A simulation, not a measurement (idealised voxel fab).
The process module presented herein is designated voxel gate over fins.
Section cut is 185 nm wide and gridded with 5 nm square cells.
A cross-section is written here as square cells arranged in a grid, and it is given in bands from the top down, each band taking up one or more rows of cells. Read a band's entry like this: the first values are the height of its top and the height of its bottom in nm, and what follows is the sequence of materials from left to right, each with its width in nm. Note that "air" is empty space, and that a single material marked "edge to edge" reaches across the band from edge to edge. Height 0 is the level under which the wafer as received is all one material. The lowest band goes on downwards, as in "z 0 and below". Read "30 to 40" as a graded width: first number on top, second number at the bottom, same change between each pair of neighbouring rows. Any step labelled "nothing got changed" changed none of the cells in the cross-section. "Unvented voids" lists enclosed empty spaces (at least 8 cells, no open path upward to the top), each as width x height at distance from the left edge, in nm. Text after the settings on a step's line: the simulator's own remark on that step. overlay nm: mask right of planned place by this much (step with mask). Neg. = left.

[Set out below are the planned steps of the process]
step 1: RECEIVE,material Si
step 2: CONFORMAL_DEP,material SiN,thk nm 10
step 3: PATTERN,tone cover,mask id FINS,material resist,width nm 15,pitch nm 45,thk nm 15,overlay nm 0
step 4: DIRECTIONAL_ETCH,etch materials SiN,depth nm 10
step 5: DIRECTIONAL_ETCH,etch materials Si,depth nm 35
step 6: STRIP,etch materials resist
step 7: OXIDIZE,depth nm 5
step 8: FILL_DEP,material SiO2,thk nm 5
step 9: CMP,height nm 10
step 10: SELECTIVE_ETCH,etch materials SiO2,depth nm 25
step 11: STRIP,etch materials SiN
step 12: CONFORMAL_DEP,material HfO2,thk nm 5
step 13: CONFORMAL_DEP,material TiN,thk nm 5
step 14: FILL_DEP,material W,thk nm 10
step 15: CMP,height nm 15
step 16: CONFORMAL_DEP,material SiCN,thk nm 5

[Wafer cross-section on receipt, i.e. after step 1]
- z 0 and below | Si edge to edge
- Unvented voids: none

[Figure: cross-sectional view of the wafer upon completion of the module, processed from the initial state and according to the plan depicted above, with one error introduced during execution]
- z 20 to 15 | SiCN edge to edge
- z 15 to 10 | W edge to edge
- z 10 to 5 | W 45 nm  TiN 25 nm  W 20 nm  TiN 25 nm  W 70 nm
- z 5 to 0 | W 45 nm  TiN 5 nm  HfO2 15 nm  TiN 5 nm  W 20 nm  TiN 5 nm  HfO2 15 nm  TiN 5 nm  W 70 nm
- z 0 to -5 | W 45 nm  TiN 5 nm  HfO2 5 nm  Si 5 nm  HfO2 5 nm  TiN 5 nm  W 20 nm  TiN 5 nm  HfO2 5 nm  Si 5 nm  HfO2 5 nm  TiN 5 nm  W 70 nm
- z -5 to -10 | TiN 50 nm  HfO2 5 nm  Si 5 nm  HfO2 5 nm  TiN 30 nm  HfO2 5 nm  Si 5 nm  HfO2 5 nm  TiN 75 nm
- z -10 to -15 | HfO2 55 nm  Si 5 nm  HfO2 40 nm  Si 5 nm  HfO2 80 nm
- z -15 to -40 | SiO2 55 nm  Si 5 nm  SiO2 40 nm  Si 5 nm  SiO2 80 nm
- z -40 and below | Si edge to edge
- Unvented voids: none
Nonconformance to the process plan: rather than as planned, step 3 actually ran as PATTERN,tone cover,mask id FINS,material resist,width nm 15,pitch nm 45,thk nm 15,overlay nm -10
